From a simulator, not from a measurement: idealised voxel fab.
process module | voxel released beams
cross-section cut | 285 nm wide | cells 5 nm
A cross-section is a grid of square cells, given in bands from the top down. A band is one or more rows of cells.
Each band's line starts with the height of the band's top and of its bottom, in nm. Then come its materials from left to right, each with its width in nm. One material with "throughout" fills the band from edge to edge. "air" is empty space.
Height 0 is the level under which the wafer as received is all one material. The lowest band goes on downwards, as in "0 down".
A width such as "30 to 40" changes by the same amount from each row of cells to the next, from the band's top row to its bottom row.
"no change" after a step means that no cell of the cross-section changed.
closed voids: empty space of 8 cells or more with no open way to the top, each as width x height at its distance from the left edge, in nm
after a step's settings: what the simulator itself notes on the step
overlay nm, on a step with a mask: how far to the right of its planned place the mask lay; to the left if negative
plan
1 op RECEIVE | material Si
2 op CONFORMAL_DEP | material SiN | thk nm 10
3 op DIRECTIONAL_DEP | material SiO2 | thk nm 10
4 op MASKED_ETCH | tone open | mask id ANCHOR | width nm 25 | etch materials SiO2 | depth nm 10 | overlay nm 0
5 op CONFORMAL_DEP | material polySi | thk nm 10
6 op DIRECTIONAL_DEP | material aC | thk nm 15
7 op PATTERN | tone cover | mask id BEAM | material resist | width nm 90 | thk nm 30 | overlay nm 0
8 op DIRECTIONAL_ETCH | etch materials aC | depth nm 15
9 op STRIP | etch materials resist
10 op DIRECTIONAL_ETCH | etch materials polySi | depth nm 10
11 op STRIP | etch materials aC
12 op STRIP | etch materials SiO2
first wafer, as planned
as received, after step 1
  0 down: Si throughout
  closed voids: none
after step 2
  10 to 0: SiN throughout
  below 0: unchanged
after step 3
  20 to 10: SiO2 throughout
  below 10: unchanged
after step 4
  20 to 10: SiO2 100 | air 25 | SiO2 160
  below 10: unchanged
after step 5
  30 to 20: polySi 110 | air 5 | polySi 170
  20 to 10: SiO2 100 | polySi 25 | SiO2 160
  below 10: unchanged
after step 6
  45 to 35: aC 110 | air 5 | aC 170
  35 to 30: aC throughout
  30 to 20: polySi 110 | aC 5 | polySi 170
  below 20: unchanged
after step 7
  75 to 45: air 95 | resist 90 | air 100
  45 to 35: aC 110 | resist 5 | aC 170
  below 35: unchanged
after step 8
  60 to 45: air 95 | resist 90 | air 100
  45 to 35: air 95 | aC 15 | resist 5 | aC 70 | air 100
  35 to 30: air 95 | aC 90 | air 100
  below 30: unchanged
after step 9
  45 to 35: air 95 | aC 15 | air 5 | aC 70 | air 100
  below 35: unchanged
after step 10
  45 to 35: air 95 | aC 15 | air 5 | aC 70 | air 100
  35 to 30: air 95 | aC 90 | air 100
  30 to 20: air 95 | polySi 15 | aC 5 | polySi 70 | air 100
  below 20: unchanged
after step 11
  30 to 20: air 95 | polySi 15 | air 5 | polySi 70 | air 100
  below 20: unchanged
after step 12
  30 to 20: air 95 | polySi 15 | air 5 | polySi 70 | air 100
  20 to 10: air 100 | polySi 25 | air 160
  below 10: unchanged
second wafer: like start, like plan, one mistake. Through step 1 it matches the first wafer
when step 2 should have ended
  10 to 0: polySi throughout
  below 0: unchanged
when step 3 should have ended
  20 to 10: SiO2 throughout
  below 10: unchanged
when step 4 should have ended
  20 to 10: SiO2 100 | air 25 | SiO2 160
  below 10: unchanged
when step 5 should have ended
  30 to 20: polySi 110 | air 5 | polySi 170
  20 to 10: SiO2 100 | polySi 25 | SiO2 160
  below 10: unchanged
when step 6 should have ended
  45 to 35: aC 110 | air 5 | aC 170
  35 to 30: aC throughout
  30 to 20: polySi 110 | aC 5 | polySi 170
  below 20: unchanged
when step 7 should have ended
  75 to 45: air 95 | resist 90 | air 100
  45 to 35: aC 110 | resist 5 | aC 170
  below 35: unchanged
when step 8 should have ended
  60 to 45: air 95 | resist 90 | air 100
  45 to 35: air 95 | aC 15 | resist 5 | aC 70 | air 100
  35 to 30: air 95 | aC 90 | air 100
  below 30: unchanged
when step 9 should have ended
  45 to 35: air 95 | aC 15 | air 5 | aC 70 | air 100
  below 35: unchanged
when step 10 should have ended
  45 to 35: air 95 | aC 15 | air 5 | aC 70 | air 100
  35 to 30: air 95 | aC 90 | air 100
  30 to 20: air 95 | polySi 15 | aC 5 | polySi 70 | air 100
  below 20: unchanged
when step 11 should have ended
  30 to 20: air 95 | polySi 15 | air 5 | polySi 70 | air 100
  below 20: unchanged
when step 12 should have ended
  30 to 20: air 95 | polySi 15 | air 5 | polySi 70 | air 100
  20 to 10: air 100 | polySi 25 | air 160
  below 10: unchanged
what went wrong: step 2 ran as: op CONFORMAL_DEP | material polySi | thk nm 10
at the end the second wafer has, in cells: 114 fewer of SiN | 114 more of polySi
